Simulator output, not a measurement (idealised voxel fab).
process module | voxel fin reveal
The width of the displayed cross-section, cut, is 180 nm; its cells are square, with a size of 5 nm.
When this document writes out a cross-section, it uses a grid of square cells and lists it as bands, beginning at the top and moving down, with a band standing for one or more rows of cells. Look at the band entry: it leads with the top's height and the bottom's height in nm. Then it lists the materials left to right, with a width in nm for each. The word "throughout" on a single material says that material fills the band edge to edge. The word "empty" is empty space. Basically, 0 is our baseline, since under it the wafer straight out of the box is all one material. The bottom band has no lower end and keeps on going down, so it looks like "0 and below". Width spec "30 to 40" -> top row of cells at first value, bottom row at second value, equal per-row change in between. "no change" (step): cross-section cells unchanged, all of them. Each empty space that has no open way to the top and spans at least 8 cells appears under "Fully sealed cavities" as width x height at distance, the distance counted from the left edge, all in nm. Whatever follows a step's settings on its line is a remark the simulator itself makes about that step. The "overlay nm" setting may appear on a step's line; for a step that uses a mask, it gives how far to the right of its planned position the mask lay, and a negative value indicates the left.

So here's the lineup of process steps we planned:
1: op RECEIVE | material Si
2: op CONFORMAL_DEP | material SiN | thk nm 10
3: op MASKED_ETCH | tone cover | mask id FINS | width nm 15 | pitch nm 40 | etch materials SiN | depth nm 10 | overlay nm 0
4: op MASKED_ETCH | tone cover | mask id FINS | width nm 15 | pitch nm 40 | etch materials Si | depth nm 35 | overlay nm 0
5: op OXIDIZE | depth nm 5
6: op FILL_DEP | material SiO2 | thk nm 5
7: op CMP | height nm 10
8: op SELECTIVE_ETCH | etch materials SiO2 | depth nm 25
9: op STRIP | etch materials SiN
10: op CONFORMAL_DEP | material HfO2 | thk nm 5

Cross-section: wafer on arrival = after step 1:
  0 and below: Si throughout
  Fully sealed cavities: none

Post-module cross-section of the first of two wafers (run per plan):
  5 down to 0: 60 empty, then 15 HfO2, then 25 empty, then 15 HfO2, then 65 empty
  0 down to -10: 60 empty, then 5 HfO2, then 5 Si, then 5 HfO2, then 25 empty, then 5 HfO2, then 5 Si, then 5 HfO2, then 65 empty
  -10 down to -15: 65 HfO2, then 5 Si, then 35 HfO2, then 5 Si, then 70 HfO2
  -15 down to -40: 65 SiO2, then 5 Si, then 35 SiO2, then 5 Si, then 70 SiO2
  -40 and below: Si throughout
  Fully sealed cavities: none

Presented here is a cross-section of the second of the two wafers as it stood at the end of the module. It was started in the same manner and assigned the same plan as the first wafer; however, one mistake was made in its execution:
  5 down to 0: 60 empty, then 20 HfO2, then 20 empty, then 20 HfO2, then 60 empty
  0 down to -10: 60 empty, then 5 HfO2, then 10 Si, then 5 HfO2, then 20 empty, then 5 HfO2, then 10 Si, then 5 HfO2, then 60 empty
  -10 down to -15: 65 HfO2, then 10 Si, then 30 HfO2, then 10 Si, then 65 HfO2
  -15 down to -40: 65 SiO2, then 10 Si, then 30 SiO2, then 10 Si, then 65 SiO2
  -40 and below: Si throughout
  Fully sealed cavities: none
So what did we get wrong on this run? step 3: run off-plan, actual operation and settings op MASKED_ETCH | tone cover | mask id FINS | width nm 20 | pitch nm 40 | etch materials SiN | depth nm 10 | overlay nm 0
At the finish, the second wafer shows more or fewer cells for some materials than the first does: 16 more of Si, 10 fewer of SiO2
